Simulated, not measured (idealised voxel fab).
Herein follows the process module entitled voxel double patterning.
Section shown: cut. Width: 220 nm. Cell size: 5 nm, square.
If you're reading a cross-section in this doc, picture square cells in a grid; it comes to you as bands, top ones listed first down to the bottom, and a band can be one or more rows of cells. Look at the band entry: it leads with the top's height and the bottom's height in nm. Then it lists the materials left to right, with a width in nm for each. The word "all across" on a single material says that material fills the band edge to edge. The word "empty" is empty space. We count height from 0. Below that, the starting wafer is all one material. The lowest band never ends at the bottom but goes on down; see "0 -> down" for how that is written. Graded width ("30->40"): value in top row of band = first number; value in bottom row = second number; row-to-row change constant. The designation "nothing altered", where it is given for a processing step, indicates that no cell of the cross-section was altered in the course of that step. This entry, "Cavities, closed", enumerates those empty regions of no fewer than 8 cells that possess no open connection to the top. Each region is reported in the form width x height at distance, the distance being taken from the left edge, with all three quantities expressed in nm. On a step's line, text after the settings is the simulator commenting on that step. "overlay nm" denotes, for a step that has a mask, the displacement of the mask to the right of its planned place, with negative values corresponding to the left.
### The following list gives the planned process steps
1 RECEIVE with material Si
2 CONFORMAL_DEP with material SiO2, thk nm 10
3 DIRECTIONAL_DEP with material W, thk nm 15
4 DIRECTIONAL_DEP with material SiCN, thk nm 5
5 DIRECTIONAL_DEP with material aC, thk nm 10
6 PATTERN with tone open, mask id FIRST, material resist, width nm 15, pitch nm 50, thk nm 25, overlay nm 0
7 DIRECTIONAL_ETCH with etch materials aC, depth nm 10
8 STRIP with etch materials resist
9 DIRECTIONAL_ETCH with etch materials SiCN, depth nm 5
10 STRIP with etch materials aC
11 DIRECTIONAL_DEP with material aC, thk nm 10
12 PATTERN with tone open, mask id SECOND, material resist, width nm 15, pitch nm 50, thk nm 30, overlay nm 0
13 DIRECTIONAL_ETCH with etch materials aC, depth nm 10
14 STRIP with etch materials resist
15 DIRECTIONAL_ETCH with etch materials SiCN, depth nm 5
16 STRIP with etch materials aC
17 DIRECTIONAL_ETCH with etch materials W, depth nm 15
18 STRIP with etch materials SiCN
The plan's step 12 width nm is the first wafer's value; the wafers differ in this setting and start identical.
### As-received cross-section, first of several wafers, post step 1
* 0 -> down = Si all across
* Cavities, closed: none
### Note: the following table is arranged by wafer, a row apiece. Each row reports the end-of-module state: per material, cells gained (+) or cells lost (-) compared with the wafer as received; closed voids follow
width nm 15, +88 SiO2, +87 W, Cavities, closed: none
width nm 20, +88 SiO2, +81 W, Cavities, closed: none
width nm 25, +88 SiO2, +75 W, Cavities, closed: none
width nm 30, +88 SiO2, +69 W, Cavities, closed: none
